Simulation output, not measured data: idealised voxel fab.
process module | voxel wiring stack
cross-section cut | 230 nm wide | cells 5 nm
A cross-section is a grid of square cells, given in bands from the top down. A band is one or more rows of cells.
Each band's line starts with the height of the band's top and of its bottom, in nm. Then come its materials from left to right, each with its width in nm. One material with "throughout" fills the band from edge to edge. "air" is empty space.
Height 0 is the level under which the wafer as received is all one material. The lowest band goes on downwards, as in "0 down".
A width such as "30 to 40" changes by the same amount from each row of cells to the next, from the band's top row to its bottom row.
"no change" after a step means that no cell of the cross-section changed.
closed voids: empty space of 8 cells or more with no open way to the top, each as width x height at its distance from the left edge, in nm
after a step's settings: what the simulator itself notes on the step
overlay nm, on a step with a mask: how far to the right of its planned place the mask lay; to the left if negative
Each pair below shows a cross-section before one step and the cross-section after it, down to the lowest band that changed. The line under each pair gives the step between them, with its settings. The pairs can come from different runs of this module on the same starting wafer, so a pair continues from the pair above only where its "before" says so.
before
  160 to 155: lowk throughout
  155 to 150: lowk 30 | SiCN 20 | lowk 35 | SiCN 20 | lowk 35 | SiCN 20 | lowk 35 | SiCN 20 | lowk 15
  150 to 140: lowk 30 to 15 | SiCN 5 to 20 | Ru 10 | SiCN 5 | lowk 35 to 20 | SiCN 5 to 20 | Ru 10 | SiCN 5 | lowk 35 to 20 | SiCN 5 to 20 | Ru 10 | SiCN 5 | lowk 35 to 20 | SiCN 5 to 20 | Ru 10 | SiCN 5 | lowk 15
  140 to 130: lowk 15 | SiCN 5 | Ru 25 | SiCN 5 | lowk 20 | SiCN 5 | Ru 25 | SiCN 5 | lowk 20 | SiCN 5 | Ru 25 | SiCN 5 | lowk 20 | SiCN 5 | Ru 25 | SiCN 5 | lowk 15
  130 to 125: SiCN 20 | Ru 15 | TiN 10 | SiCN 30 | Ru 15 | TiN 10 | SiCN 30 | Ru 15 | TiN 10 | SiCN 30 | Ru 15 | TiN 10 | SiCN 20
  125 to 120: SiO2 20 | Ru 15 | SiO2 40 | Ru 15 | SiO2 40 | Ru 15 | SiO2 40 | Ru 15 | SiO2 30
  120 to 115: SiO2 20 | TiN 15 | SiO2 40 | TiN 15 | SiO2 40 | TiN 15 | SiO2 40 | TiN 15 | SiO2 30
  115 to 110: SiO2 20 | Ru 15 | SiO2 40 | Ru 15 | SiO2 40 | Ru 15 | SiO2 40 | Ru 15 | SiO2 30
  110 to 105: SiCN 20 | Ru 15 | SiCN 40 | Ru 15 | SiCN 40 | Ru 15 | SiCN 40 | Ru 15 | SiCN 30
  105 to 95: SiO2 20 | TiN 5 | Cu 15 | TiN 5 | SiO2 30 | TiN 5 | Cu 15 | TiN 5 | SiO2 30 | TiN 5 | Cu 15 | TiN 5 | SiO2 30 | TiN 5 | Cu 15 | TiN 5 | SiO2 20
  95 to 90: SiO2 20 | TiN 5 | Cu 5 | TiN 15 | SiO2 30 | TiN 25 | SiO2 30 | TiN 5 | Cu 5 | TiN 15 | SiO2 30 | TiN 25 | SiO2 20
  90 to 75: SiO2 20 | TiN 5 | Cu 5 | TiN 5 | SiO2 95 | TiN 5 | Cu 5 | TiN 5 | SiO2 85
  75 to 70: SiCN 20 | TiN 15 | SiCN 95 | TiN 15 | SiCN 85
  70 to 55: lowk 20 | TiN 5 | Cu 15 | TiN 5 | lowk 30 | TiN 5 | Cu 15 | TiN 5 | lowk 30 | TiN 5 | Cu 15 | TiN 5 | lowk 30 | TiN 5 | Cu 15 | TiN 5 | lowk 20
  55 to 50: lowk 20 | TiN 5 | Cu 5 | TiN 15 | lowk 30 | TiN 25 | lowk 30 | TiN 5 | Cu 5 | TiN 15 | lowk 30 | TiN 25 | lowk 20
  50 to 40: lowk 20 | TiN 5 | Cu 5 | TiN 5 | lowk 95 | TiN 5 | Cu 5 | TiN 5 | lowk 85
  40 to 35: SiCN 20 | TiN 15 | SiCN 95 | TiN 15 | SiCN 85
  35 to 15: lowk 15 | SiN 5 | W 25 | SiN 5 | lowk 20 | SiN 5 | W 25 | SiN 5 | lowk 20 | SiN 5 | W 25 | SiN 5 | lowk 20 | SiN 5 | W 25 | SiN 5 | lowk 15
  15 to 10: SiN 20 | TiN 25 | SiN 30 | TiN 25 | SiN 30 | TiN 25 | SiN 30 | TiN 25 | SiN 20
  10 to 0: SiO2 throughout
  0 down: Si throughout
  closed voids: none
after
  150 to 140: lowk 30 to 15 | SiCN 5 to 20 | Ru 10 | SiCN 5 | lowk 35 to 20 | SiCN 5 to 20 | Ru 10 | SiCN 5 | lowk 35 to 20 | SiCN 5 to 20 | Ru 10 | SiCN 5 | lowk 35 to 20 | SiCN 5 to 20 | Ru 10 | SiCN 5 | lowk 15
  below 140: unchanged
  closed voids: none
the step between: op CMP | height nm 150
before: the cross-section after the pair above
after
  155 to 150: SiCN throughout
  below 150: unchanged
  closed voids: none
the step between: op CONFORMAL_DEP | material SiCN | thk nm 5
before
  120 to 105: resist 20 | air 25 | resist 30 | air 25 | resist 30 | air 25 | resist 30 | air 25 | resist 20
  105 to 90: SiO2 20 | air 25 | SiO2 30 | air 25 | SiO2 30 | air 25 | SiO2 30 | air 25 | SiO2 20
  90 to 75: SiO2 20 | air 15 | SiO2 95 | air 15 | SiO2 85
  75 to 70: SiCN throughout
  70 to 55: lowk 20 | TiN 5 | Cu 15 | TiN 5 | lowk 30 | TiN 5 | Cu 15 | TiN 5 | lowk 30 | TiN 5 | Cu 15 | TiN 5 | lowk 30 | TiN 5 | Cu 15 | TiN 5 | lowk 20
  55 to 50: lowk 20 | TiN 5 | Cu 5 | TiN 15 | lowk 30 | TiN 25 | lowk 30 | TiN 5 | Cu 5 | TiN 15 | lowk 30 | TiN 25 | lowk 20
  50 to 40: lowk 20 | TiN 5 | Cu 5 | TiN 5 | lowk 95 | TiN 5 | Cu 5 | TiN 5 | lowk 85
  40 to 35: SiCN 20 | TiN 15 | SiCN 95 | TiN 15 | SiCN 85
  35 to 15: lowk 15 | SiN 5 | W 25 | SiN 5 | lowk 20 | SiN 5 | W 25 | SiN 5 | lowk 20 | SiN 5 | W 25 | SiN 5 | lowk 20 | SiN 5 | W 25 | SiN 5 | lowk 15
  15 to 10: SiN 20 | TiN 25 | SiN 30 | TiN 25 | SiN 30 | TiN 25 | SiN 30 | TiN 25 | SiN 20
  10 to 0: SiO2 throughout
  0 down: Si throughout
  closed voids: none
after
  120 to 105: resist 20 | air 25 | resist 30 | air 25 | resist 30 | air 25 | resist 30 | air 25 | resist 20
  105 to 75: SiO2 20 | air 25 | SiO2 30 | air 25 | SiO2 30 | air 25 | SiO2 30 | air 25 | SiO2 20
  below 75: unchanged
  closed voids: none
the step between: op DIRECTIONAL_ETCH | etch materials SiO2 | depth nm 15
before: the cross-section after the pair above
after
  120 to 105: resist 20 | air 25 | resist 30 | air 25 | resist 30 | air 25 | resist 30 | air 25 | resist 20
  105 to 75: SiO2 20 | air 25 | SiO2 30 | air 25 | SiO2 30 | air 25 | SiO2 30 | air 25 | SiO2 20
  75 to 70: SiCN 20 | air 25 | SiCN 30 | air 25 | SiCN 30 | air 25 | SiCN 30 | air 25 | SiCN 20
  below 70: unchanged
  closed voids: none
the step between: op DIRECTIONAL_ETCH | etch materials SiCN | depth nm 5
before: the cross-section after the pair above
after
  105 to 75: SiO2 20 | air 25 | SiO2 30 | air 25 | SiO2 30 | air 25 | SiO2 30 | air 25 | SiO2 20
  below 75: unchanged
  closed voids: none
the step between: op STRIP | etch materials resist
before: the cross-section after the pair above
after
  110 to 105: TiN 25 | air 15 | TiN 40 | air 15 | TiN 40 | air 15 | TiN 40 | air 15 | TiN 25
  105 to 75: SiO2 20 | TiN 5 | air 15 | TiN 5 | SiO2 30 | TiN 5 | air 15 | TiN 5 | SiO2 30 | TiN 5 | air 15 | TiN 5 | SiO2 30 | TiN 5 | air 15 | TiN 5 | SiO2 20
  75 to 70: SiCN 20 | TiN 25 | SiCN 30 | TiN 25 | SiCN 30 | TiN 25 | SiCN 30 | TiN 25 | SiCN 20
  below 70: unchanged
  closed voids: none
the step between: op CONFORMAL_DEP | material TiN | thk nm 5
before: the cross-section after the pair above
after
  120 to 110: Cu throughout
  110 to 105: TiN 25 | Cu 15 | TiN 40 | Cu 15 | TiN 40 | Cu 15 | TiN 40 | Cu 15 | TiN 25
  105 to 75: SiO2 20 | TiN 5 | Cu 15 | TiN 5 | SiO2 30 | TiN 5 | Cu 15 | TiN 5 | SiO2 30 | TiN 5 | Cu 15 | TiN 5 | SiO2 30 | TiN 5 | Cu 15 | TiN 5 | SiO2 20
  below 75: unchanged
  closed voids: none
the step between: op FILL_DEP | material Cu | thk nm 10
before: the cross-section after the pair above
after
  105 to 75: SiO2 20 | TiN 5 | Cu 15 | TiN 5 | SiO2 30 | TiN 5 | Cu 15 | TiN 5 | SiO2 30 | TiN 5 | Cu 15 | TiN 5 | SiO2 30 | TiN 5 | Cu 15 | TiN 5 | SiO2 20
  below 75: unchanged
  closed voids: none
the step between: op CMP | height nm 105
before: the cross-section after the pair above
after
  110 to 105: SiCN throughout
  below 105: unchanged
  closed voids: none
the step between: op CONFORMAL_DEP | material SiCN | thk nm 5
before: the cross-section after the pair above
after
  125 to 110: SiO2 throughout
  below 110: unchanged
  closed voids: none
the step between: op DIRECTIONAL_DEP | material SiO2 | thk nm 15
before: the cross-section after the pair above
after
  140 to 125: resist 20 | air 15 | resist 40 | air 15 | resist 40 | air 15 | resist 40 | air 15 | resist 30
  below 125: unchanged
  closed voids: none
the step between: op PATTERN | tone open | mask id PLUG_3 | material resist | width nm 15 | pitch nm 55 | thk nm 15 | overlay nm 0
before: the cross-section after the pair above
after
  140 to 125: resist 20 | air 15 | resist 40 | air 15 | resist 40 | air 15 | resist 40 | air 15 | resist 30
  125 to 110: SiO2 20 | air 15 | SiO2 40 | air 15 | SiO2 40 | air 15 | SiO2 40 | air 15 | SiO2 30
  below 110: unchanged
  closed voids: none
the step between: op DIRECTIONAL_ETCH | etch materials SiO2 | depth nm 15
before: the cross-section after the pair above
after
  140 to 125: resist 20 | air 15 | resist 40 | air 15 | resist 40 | air 15 | resist 40 | air 15 | resist 30
  125 to 110: SiO2 20 | air 15 | SiO2 40 | air 15 | SiO2 40 | air 15 | SiO2 40 | air 15 | SiO2 30
  110 to 105: SiCN 20 | air 15 | SiCN 40 | air 15 | SiCN 40 | air 15 | SiCN 40 | air 15 | SiCN 30
  below 105: unchanged
  closed voids: none
the step between: op DIRECTIONAL_ETCH | etch materials SiCN | depth nm 5
before: the cross-section after the pair above
after
  125 to 110: SiO2 20 | air 15 | SiO2 40 | air 15 | SiO2 40 | air 15 | SiO2 40 | air 15 | SiO2 30
  below 110: unchanged
  closed voids: none
the step between: op STRIP | etch materials resist
before: the cross-section after the pair above
after
  125 to 115: SiO2 20 | air 15 | SiO2 40 | air 15 | SiO2 40 | air 15 | SiO2 40 | air 15 | SiO2 30
  115 to 110: SiO2 20 | Ru 15 | SiO2 40 | Ru 15 | SiO2 40 | Ru 15 | SiO2 40 | Ru 15 | SiO2 30
  110 to 105: SiCN 20 | Ru 15 | SiCN 40 | Ru 15 | SiCN 40 | Ru 15 | SiCN 40 | Ru 15 | SiCN 30
  below 105: unchanged
  closed voids: none
the step between: op EPI | material Ru | thk nm 10
before: the cross-section after the pair above
after
  125 to 110: SiO2 20 | Ru 15 | SiO2 40 | Ru 15 | SiO2 40 | Ru 15 | SiO2 40 | Ru 15 | SiO2 30
  below 110: unchanged
  closed voids: none
the step between: op EPI | material Ru | thk nm 10
before: the cross-section after the pair above
after
  130 to 125: TiN throughout
  below 125: unchanged
  closed voids: none
the step between: op DIRECTIONAL_DEP | material TiN | thk nm 5
before: the cross-section after the pair above
after
  150 to 130: Ru throughout
  below 130: unchanged
  closed voids: none
the step between: op DIRECTIONAL_DEP | material Ru | thk nm 20
before: the cross-section after the pair above
after
  165 to 150: aC throughout
  below 150: unchanged
  closed voids: none
the step between: op DIRECTIONAL_DEP | material aC | thk nm 15
before: the cross-section after the pair above
after
  200 to 165: air 20 | resist 25 | air 30 | resist 25 | air 30 | resist 25 | air 30 | resist 25 | air 20
  below 165: unchanged
  closed voids: none
the step between: op PATTERN | tone cover | mask id METAL_4 | material resist | width nm 25 | pitch nm 55 | thk nm 35 | overlay nm 0
before: the cross-section after the pair above
after
  185 to 165: air 20 | resist 25 | air 30 | resist 25 | air 30 | resist 25 | air 30 | resist 25 | air 20
  165 to 150: air 20 | aC 25 | air 30 | aC 25 | air 30 | aC 25 | air 30 | aC 25 | air 20
  below 150: unchanged
  closed voids: none
the step between: op DIRECTIONAL_ETCH | etch materials aC | depth nm 15
before: the cross-section after the pair above
after
  165 to 150: air 20 | aC 25 | air 30 | aC 25 | air 30 | aC 25 | air 30 | aC 25 | air 20
  below 150: unchanged
  closed voids: none
the step between: op STRIP | etch materials resist
before: the cross-section after the pair above
after
  165 to 150: air 20 | aC 25 | air 30 | aC 25 | air 30 | aC 25 | air 30 | aC 25 | air 20
  150 to 130: air 20 | Ru 25 | air 30 | Ru 25 | air 30 | Ru 25 | air 30 | Ru 25 | air 20
  below 130: unchanged
  closed voids: none
the step between: op DIRECTIONAL_ETCH | etch materials Ru | depth nm 20
before: the cross-section after the pair above
after
  165 to 150: air 20 | aC 25 | air 30 | aC 25 | air 30 | aC 25 | air 30 | aC 25 | air 20
  150 to 130: air 20 | Ru 25 | air 30 | Ru 25 | air 30 | Ru 25 | air 30 | Ru 25 | air 20
  130 to 125: air 20 | TiN 25 | air 30 | TiN 25 | air 30 | TiN 25 | air 30 | TiN 25 | air 20
  below 125: unchanged
  closed voids: none
the step between: op DIRECTIONAL_ETCH | etch materials TiN | depth nm 5
before: the cross-section after the pair above
after
  150 to 130: air 20 | Ru 25 | air 30 | Ru 25 | air 30 | Ru 25 | air 30 | Ru 25 | air 20
  below 130: unchanged
  closed voids: none
the step between: op STRIP | etch materials aC
before: the cross-section after the pair above
after
  155 to 150: air 15 | SiCN 35 | air 20 | SiCN 35 | air 20 | SiCN 35 | air 20 | SiCN 35 | air 15
  150 to 130: air 15 | SiCN 5 | Ru 25 | SiCN 5 | air 20 | SiCN 5 | Ru 25 | SiCN 5 | air 20 | SiCN 5 | Ru 25 | SiCN 5 | air 20 | SiCN 5 | Ru 25 | SiCN 5 | air 15
  130 to 125: SiCN 20 | TiN 25 | SiCN 30 | TiN 25 | SiCN 30 | TiN 25 | SiCN 30 | TiN 25 | SiCN 20
  below 125: unchanged
  closed voids: none
the step between: op CONFORMAL_DEP | material SiCN | thk nm 5
before: the cross-section after the pair above
after
  160 to 155: lowk throughout
  155 to 150: lowk 15 | SiCN 35 | lowk 20 | SiCN 35 | lowk 20 | SiCN 35 | lowk 20 | SiCN 35 | lowk 15
  150 to 130: lowk 15 | SiCN 5 | Ru 25 | SiCN 5 | lowk 20 | SiCN 5 | Ru 25 | SiCN 5 | lowk 20 | SiCN 5 | Ru 25 | SiCN 5 | lowk 20 | SiCN 5 | Ru 25 | SiCN 5 | lowk 15
  below 130: unchanged
  closed voids: none
the step between: op FILL_DEP | material lowk | thk nm 5
before: the cross-section after the pair above
after
  150 to 130: lowk 15 | SiCN 5 | Ru 25 | SiCN 5 | lowk 20 | SiCN 5 | Ru 25 | SiCN 5 | lowk 20 | SiCN 5 | Ru 25 | SiCN 5 | lowk 20 | SiCN 5 | Ru 25 | SiCN 5 | lowk 15
  below 130: unchanged
  closed voids: none
the step between: op CMP | height nm 150
before: the cross-section after the pair above
after
  155 to 150: SiCN throughout
  below 150: unchanged
  closed voids: none
the step between: op CONFORMAL_DEP | material SiCN | thk nm 5
before
  105 to 95: SiO2 20 | TiN 5 | Cu 15 | TiN 5 | SiO2 30 | TiN 5 | Cu 15 | TiN 5 | SiO2 30 | TiN 5 | Cu 15 | TiN 5 | SiO2 30 | TiN 5 | Cu 15 | TiN 5 | SiO2 20
  95 to 90: SiO2 20 | TiN 5 | Cu 5 | TiN 15 | SiO2 30 | TiN 25 | SiO2 30 | TiN 5 | Cu 5 | TiN 15 | SiO2 30 | TiN 25 | SiO2 20
  90 to 75: SiO2 20 | TiN 5 | Cu 5 | TiN 5 | SiO2 95 | TiN 5 | Cu 5 | TiN 5 | SiO2 85
  75 to 70: SiCN 20 | TiN 15 | SiCN 95 | TiN 15 | SiCN 85
  70 to 55: lowk 20 | TiN 5 | Cu 15 | TiN 5 | lowk 30 | TiN 5 | Cu 15 | TiN 5 | lowk 30 | TiN 5 | Cu 15 | TiN 5 | lowk 30 | TiN 5 | Cu 15 | TiN 5 | lowk 20
  55 to 50: lowk 20 | TiN 5 | Cu 5 | TiN 15 | lowk 30 | TiN 25 | lowk 30 | TiN 5 | Cu 5 | TiN 15 | lowk 30 | TiN 25 | lowk 20
  50 to 40: lowk 20 | TiN 5 | Cu 5 | TiN 5 | lowk 95 | TiN 5 | Cu 5 | TiN 5 | lowk 85
  40 to 35: SiCN 20 | TiN 15 | SiCN 95 | TiN 15 | SiCN 85
  35 to 15: lowk 15 | SiN 5 | W 25 | SiN 5 | lowk 20 | SiN 5 | W 25 | SiN 5 | lowk 20 | SiN 5 | W 25 | SiN 5 | lowk 20 | SiN 5 | W 25 | SiN 5 | lowk 15
  15 to 10: SiN 20 | TiN 25 | SiN 30 | TiN 25 | SiN 30 | TiN 25 | SiN 30 | TiN 25 | SiN 20
  10 to 0: SiO2 throughout
  0 down: Si throughout
  closed voids: none
after
  120 to 105: SiO2 throughout
  below 105: unchanged
  closed voids: none
the step between: op DIRECTIONAL_DEP | material SiO2 | thk nm 15
before: the cross-section after the pair above
after
  125 to 120: SiCN throughout
  below 120: unchanged
  closed voids: none
the step between: op CONFORMAL_DEP | material SiCN | thk nm 5
before: the cross-section after the pair above
after
  140 to 125: resist 20 | air 15 | resist 40 | air 15 | resist 40 | air 15 | resist 40 | air 15 | resist 30
  below 125: unchanged
  closed voids: none
the step between: op PATTERN | tone open | mask id PLUG_3 | material resist | width nm 15 | pitch nm 55 | thk nm 15 | overlay nm 0
before: the cross-section after the pair above
after
  140 to 125: resist 20 | air 15 | resist 40 | air 15 | resist 40 | air 15 | resist 40 | air 15 | resist 30
  125 to 120: SiCN 20 | air 15 | SiCN 40 | air 15 | SiCN 40 | air 15 | SiCN 40 | air 15 | SiCN 30
  below 120: unchanged
  closed voids: none
the step between: op DIRECTIONAL_ETCH | etch materials SiCN | depth nm 5
before: the cross-section after the pair above
after
  125 to 120: SiCN 20 | air 15 | SiCN 40 | air 15 | SiCN 40 | air 15 | SiCN 40 | air 15 | SiCN 30
  below 120: unchanged
  closed voids: none
the step between: op STRIP | etch materials resist
before: the cross-section after the pair above
after
  130 to 125: TiN 20 | air 15 | TiN 40 | air 15 | TiN 40 | air 15 | TiN 40 | air 15 | TiN 30
  125 to 120: SiCN 20 | TiN 15 | SiCN 40 | TiN 15 | SiCN 40 | TiN 15 | SiCN 40 | TiN 15 | SiCN 30
  below 120: unchanged
  closed voids: none
the step between: op DIRECTIONAL_DEP | material TiN | thk nm 5
before: the cross-section after the pair above
after
  150 to 145: Ru 20 | air 15 | Ru 40 | air 15 | Ru 40 | air 15 | Ru 40 | air 15 | Ru 30
  145 to 130: Ru throughout
  130 to 125: TiN 20 | Ru 15 | TiN 40 | Ru 15 | TiN 40 | Ru 15 | TiN 40 | Ru 15 | TiN 30
  below 125: unchanged
  closed voids: none
the step between: op DIRECTIONAL_DEP | material Ru | thk nm 20
before: the cross-section after the pair above
after
  165 to 160: aC 20 | air 15 | aC 40 | air 15 | aC 40 | air 15 | aC 40 | air 15 | aC 30
  160 to 150: aC throughout
  150 to 145: Ru 20 | aC 15 | Ru 40 | aC 15 | Ru 40 | aC 15 | Ru 40 | aC 15 | Ru 30
  below 145: unchanged
  closed voids: none
the step between: op DIRECTIONAL_DEP | material aC | thk nm 15
before: the cross-section after the pair above
after
  200 to 165: air 20 | resist 25 | air 30 | resist 25 | air 30 | resist 25 | air 30 | resist 25 | air 20
  165 to 160: aC 20 | resist 15 | aC 40 | resist 15 | aC 40 | resist 15 | aC 40 | resist 15 | aC 30
  below 160: unchanged
  closed voids: none
the step between: op PATTERN | tone cover | mask id METAL_4 | material resist | width nm 25 | pitch nm 55 | thk nm 35 | overlay nm 0
before: the cross-section after the pair above
after
  185 to 165: air 20 | resist 25 | air 30 | resist 25 | air 30 | resist 25 | air 30 | resist 25 | air 20
  165 to 160: air 20 | resist 15 | aC 10 | air 30 | resist 15 | aC 10 | air 30 | resist 15 | aC 10 | air 30 | resist 15 | aC 10 | air 20
  160 to 150: air 20 | aC 25 | air 30 | aC 25 | air 30 | aC 25 | air 30 | aC 25 | air 20
  below 150: unchanged
  closed voids: none
the step between: op DIRECTIONAL_ETCH | etch materials aC | depth nm 15
before: the cross-section after the pair above
after
  165 to 160: air 35 | aC 10 | air 45 | aC 10 | air 45 | aC 10 | air 45 | aC 10 | air 20
  below 160: unchanged
  closed voids: none
the step between: op STRIP | etch materials resist
before: the cross-section after the pair above
after
  165 to 160: air 35 | aC 10 | air 45 | aC 10 | air 45 | aC 10 | air 45 | aC 10 | air 20
  160 to 150: air 20 | aC 25 | air 30 | aC 25 | air 30 | aC 25 | air 30 | aC 25 | air 20
  150 to 145: air 20 | aC 15 | Ru 10 | air 30 | aC 15 | Ru 10 | air 30 | aC 15 | Ru 10 | air 30 | aC 15 | Ru 10 | air 20
  145 to 130: air 20 | Ru 25 | air 30 | Ru 25 | air 30 | Ru 25 | air 30 | Ru 25 | air 20
  below 130: unchanged
  closed voids: none
the step between: op DIRECTIONAL_ETCH | etch materials Ru | depth nm 20
before: the cross-section after the pair above
after
  165 to 160: air 35 | aC 10 | air 45 | aC 10 | air 45 | aC 10 | air 45 | aC 10 | air 20
  160 to 150: air 20 | aC 25 | air 30 | aC 25 | air 30 | aC 25 | air 30 | aC 25 | air 20
  150 to 145: air 20 | aC 15 | Ru 10 | air 30 | aC 15 | Ru 10 | air 30 | aC 15 | Ru 10 | air 30 | aC 15 | Ru 10 | air 20
  145 to 130: air 20 | Ru 25 | air 30 | Ru 25 | air 30 | Ru 25 | air 30 | Ru 25 | air 20
  130 to 125: air 20 | Ru 15 | TiN 10 | air 30 | Ru 15 | TiN 10 | air 30 | Ru 15 | TiN 10 | air 30 | Ru 15 | TiN 10 | air 20
  below 125: unchanged
  closed voids: none
the step between: op DIRECTIONAL_ETCH | etch materials TiN | depth nm 5
before: the cross-section after the pair above
after
  150 to 145: air 35 | Ru 10 | air 45 | Ru 10 | air 45 | Ru 10 | air 45 | Ru 10 | air 20
  below 145: unchanged
  closed voids: none
the step between: op STRIP | etch materials aC
before: the cross-section after the pair above
after
  155 to 150: air 30 | SiCN 20 | air 35 | SiCN 20 | air 35 | SiCN 20 | air 35 | SiCN 20 | air 15
  150 to 145: air 15 | SiCN 20 | Ru 10 | SiCN 5 | air 20 | SiCN 20 | Ru 10 | SiCN 5 | air 20 | SiCN 20 | Ru 10 | SiCN 5 | air 20 | SiCN 20 | Ru 10 | SiCN 5 | air 15
  145 to 130: air 15 | SiCN 5 | Ru 25 | SiCN 5 | air 20 | SiCN 5 | Ru 25 | SiCN 5 | air 20 | SiCN 5 | Ru 25 | SiCN 5 | air 20 | SiCN 5 | Ru 25 | SiCN 5 | air 15
  130 to 125: SiCN 20 | Ru 15 | TiN 10 | SiCN 30 | Ru 15 | TiN 10 | SiCN 30 | Ru 15 | TiN 10 | SiCN 30 | Ru 15 | TiN 10 | SiCN 20
  below 125: unchanged
  closed voids: none
the step between: op CONFORMAL_DEP | material SiCN | thk nm 5
before: the cross-section after the pair above
after
  160 to 155: lowk throughout
  155 to 150: lowk 30 | SiCN 20 | lowk 35 | SiCN 20 | lowk 35 | SiCN 20 | lowk 35 | SiCN 20 | lowk 15
  150 to 145: lowk 15 | SiCN 20 | Ru 10 | SiCN 5 | lowk 20 | SiCN 20 | Ru 10 | SiCN 5 | lowk 20 | SiCN 20 | Ru 10 | SiCN 5 | lowk 20 | SiCN 20 | Ru 10 | SiCN 5 | lowk 15
  145 to 130: lowk 15 | SiCN 5 | Ru 25 | SiCN 5 | lowk 20 | SiCN 5 | Ru 25 | SiCN 5 | lowk 20 | SiCN 5 | Ru 25 | SiCN 5 | lowk 20 | SiCN 5 | Ru 25 | SiCN 5 | lowk 15
  below 130: unchanged
  closed voids: none
the step between: op FILL_DEP | material lowk | thk nm 5
before: the cross-section after the pair above
after
  150 to 145: lowk 15 | SiCN 20 | Ru 10 | SiCN 5 | lowk 20 | SiCN 20 | Ru 10 | SiCN 5 | lowk 20 | SiCN 20 | Ru 10 | SiCN 5 | lowk 20 | SiCN 20 | Ru 10 | SiCN 5 | lowk 15
  below 145: unchanged
  closed voids: none
the step between: op CMP | height nm 150
before: the cross-section after the pair above
after
  155 to 150: SiCN throughout
  below 150: unchanged
  closed voids: none
the step between: op CONFORMAL_DEP | material SiCN | thk nm 5
before
  40 to 35: SiCN throughout
  35 to 15: lowk 15 | SiN 5 | W 25 | SiN 5 | lowk 20 | SiN 5 | W 25 | SiN 5 | lowk 20 | SiN 5 | W 25 | SiN 5 | lowk 20 | SiN 5 | W 25 | SiN 5 | lowk 15
  15 to 10: SiN 20 | TiN 25 | SiN 30 | TiN 25 | SiN 30 | TiN 25 | SiN 30 | TiN 25 | SiN 20
  10 to 0: SiO2 throughout
  0 down: Si throughout
  closed voids: none
after
  65 to 40: lowk throughout
  below 40: unchanged
  closed voids: none
the step between: op DIRECTIONAL_DEP | material lowk | thk nm 25
before: the cross-section after the pair above
after
  80 to 65: aC throughout
  below 65: unchanged
  closed voids: none
the step between: op DIRECTIONAL_DEP | material aC | thk nm 15
before: the cross-section after the pair above
after
  115 to 80: resist 20 | air 15 | resist 95 | air 15 | resist 85
  below 80: unchanged
  closed voids: none
the step between: op PATTERN | tone open | mask id METAL_2_HOLES | material resist | width nm 15 | pitch nm 110 | thk nm 35 | overlay nm 0
before: the cross-section after the pair above
after
  100 to 80: resist 20 | air 15 | resist 95 | air 15 | resist 85
  80 to 65: aC 20 | air 15 | aC 95 | air 15 | aC 85
  below 65: unchanged
  closed voids: none
the step between: op DIRECTIONAL_ETCH | etch materials aC | depth nm 15
before: the cross-section after the pair above
after
  80 to 65: aC 20 | air 15 | aC 95 | air 15 | aC 85
  below 65: unchanged
  closed voids: none
the step between: op STRIP | etch materials resist
before: the cross-section after the pair above
after
  80 to 65: aC 20 | air 15 | aC 95 | air 15 | aC 85
  65 to 40: lowk 20 | air 15 | lowk 95 | air 15 | lowk 85
  below 40: unchanged
  closed voids: none
the step between: op DIRECTIONAL_ETCH | etch materials lowk | depth nm 30
before: the cross-section after the pair above
after
  65 to 40: lowk 20 | air 15 | lowk 95 | air 15 | lowk 85
  below 40: unchanged
  closed voids: none
the step between: op STRIP | etch materials aC
before: the cross-section after the pair above
after
  75 to 65: aC 20 | air 15 | aC 95 | air 15 | aC 85
  65 to 50: lowk 20 | air 15 | lowk 95 | air 15 | lowk 85
  50 to 40: lowk 20 | aC 15 | lowk 95 | aC 15 | lowk 85
  below 40: unchanged
  closed voids: none
the step between: op DIRECTIONAL_DEP | material aC | thk nm 10
before: the cross-section after the pair above
after
  100 to 75: resist 20 | air 25 | resist 30 | air 25 | resist 30 | air 25 | resist 30 | air 25 | resist 20
  below 75: unchanged
  closed voids: none
the step between: op PATTERN | tone open | mask id METAL_2 | material resist | width nm 25 | pitch nm 55 | thk nm 25 | overlay nm 0
before: the cross-section after the pair above
after
  90 to 75: resist 20 | air 25 | resist 30 | air 25 | resist 30 | air 25 | resist 30 | air 25 | resist 20
  75 to 65: aC 20 | air 25 | aC 30 | air 25 | aC 30 | air 25 | aC 30 | air 25 | aC 20
  65 to 40: lowk 20 | air 15 | lowk 95 | air 15 | lowk 85
  below 40: unchanged
  closed voids: none
the step between: op DIRECTIONAL_ETCH | etch materials aC | depth nm 10
before: the cross-section after the pair above
after
  75 to 65: aC 20 | air 25 | aC 30 | air 25 | aC 30 | air 25 | aC 30 | air 25 | aC 20
  below 65: unchanged
  closed voids: none
the step between: op STRIP | etch materials resist
before: the cross-section after the pair above
after
  75 to 65: aC 20 | air 25 | aC 30 | air 25 | aC 30 | air 25 | aC 30 | air 25 | aC 20
  65 to 45: lowk 20 | air 25 | lowk 30 | air 25 | lowk 30 | air 25 | lowk 30 | air 25 | lowk 20
  below 45: unchanged
  closed voids: none
the step between: op DIRECTIONAL_ETCH | etch materials lowk | depth nm 20
before: the cross-section after the pair above
after
  75 to 65: aC 20 | air 25 | aC 30 | air 25 | aC 30 | air 25 | aC 30 | air 25 | aC 20
  65 to 45: lowk 20 | air 25 | lowk 30 | air 25 | lowk 30 | air 25 | lowk 30 | air 25 | lowk 20
  45 to 40: lowk 20 | air 15 | lowk 95 | air 15 | lowk 85
  40 to 35: SiCN 20 | air 15 | SiCN 95 | air 15 | SiCN 85
  below 35: unchanged
  closed voids: none
the step between: op DIRECTIONAL_ETCH | etch materials SiCN | depth nm 5
before: the cross-section after the pair above
after
  65 to 45: lowk 20 | air 25 | lowk 30 | air 25 | lowk 30 | air 25 | lowk 30 | air 25 | lowk 20
  below 45: unchanged
  closed voids: none
the step between: op STRIP | etch materials aC
before: the cross-section after the pair above
after
  70 to 65: TiN 25 | air 15 | TiN 40 | air 15 | TiN 40 | air 15 | TiN 40 | air 15 | TiN 25
  65 to 50: lowk 20 | TiN 5 | air 15 | TiN 5 | lowk 30 | TiN 5 | air 15 | TiN 5 | lowk 30 | TiN 5 | air 15 | TiN 5 | lowk 30 | TiN 5 | air 15 | TiN 5 | lowk 20
  50 to 45: lowk 20 | TiN 5 | air 5 | TiN 15 | lowk 30 | TiN 25 | lowk 30 | TiN 5 | air 5 | TiN 15 | lowk 30 | TiN 25 | lowk 20
  45 to 40: lowk 20 | TiN 5 | air 5 | TiN 5 | lowk 95 | TiN 5 | air 5 | TiN 5 | lowk 85
  40 to 35: SiCN 20 | TiN 15 | SiCN 95 | TiN 15 | SiCN 85
  below 35: unchanged
  closed voids: none
the step between: op CONFORMAL_DEP | material TiN | thk nm 5
